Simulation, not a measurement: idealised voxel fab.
The document below concerns the process module designated voxel tone inversion.
Pictured: cross-section cut, 295 nm wide, on a grid of 5 nm square cells.
In what follows, cross-sections appear as grids of square cells, described through bands that run from the top down, where every band is one or more rows of cells. Each band's line starts with the height of the band's top and of its bottom, in nm. Then come its materials from left to right, each with its width in nm. One material with "edge to edge" fills the band from edge to edge. "air" is empty space. Height datum 0, below which the as-received substrate wafer is one material. Lowest band open at the bottom, running downward: "from 0 down". Per-row width for "30->40": begins at first number (top row of band), ends at second number (bottom row), increment between rows held constant. You'll sometimes find "changes: none" written for a step, and that's the way of saying that nowhere in the cross-section did a cell change during that step. "Unvented cavities" means: voids of 8 cells or more that are shut off from the top with no open way through. Written width x height at distance, distance from the left edge, in nm. If you see something after the settings on a step's line, that's the simulator's own remark about that step. On any step carrying a mask, the "overlay nm" setting, if present on the step's line, tells how far right of its planned place the mask lay; negative values point to the left.

# Process steps (planned)
step 1: op RECEIVE | material Si
step 2: op CONFORMAL_DEP | material SiN | thk nm 10
step 3: op DIRECTIONAL_DEP | material polySi | thk nm 20
step 4: op PATTERN | tone cover | mask id POSTS | material resist | width nm 15 | pitch nm 50 | thk nm 30 | overlay nm 0
step 5: op DIRECTIONAL_ETCH | etch materials polySi | depth nm 20
step 6: op STRIP | etch materials resist
step 7: op FILL_DEP | material lowk | thk nm 10
step 8: op CMP | height nm 30
step 9: op STRIP | etch materials polySi
step 10: op CONFORMAL_DEP | material TiN | thk nm 5
step 11: op FILL_DEP | material Ru | thk nm 5
step 12: op CMP | height nm 30
step 13: op CONFORMAL_DEP | material SiCN | thk nm 5
Same starting wafers, different width nm at step 4. Plan value belongs to the first wafer.

# The first of several wafers, as received after step 1, seen in section
  from 0 down = Si edge to edge
  Unvented cavities: none

# Heads up, this table goes wafer by wafer. A row tells you, at the end of the module, how many cells of each material that wafer has put on (+) or dropped (-) since it was received, and then its closed voids
width nm 15; +6 Ru; +59 SiCN; +118 SiN; +18 TiN; +212 lowk; Unvented cavities: none
width nm 20; +12 Ru; +59 SiCN; +118 SiN; +20 TiN; +204 lowk; Unvented cavities: none
width nm 25; +18 Ru; +59 SiCN; +118 SiN; +22 TiN; +196 lowk; Unvented cavities: none
width nm 30; +24 Ru; +59 SiCN; +118 SiN; +24 TiN; +188 lowk; Unvented cavities: none
width nm 35; +30 Ru; +59 SiCN; +118 SiN; +26 TiN; +180 lowk; Unvented cavities: none
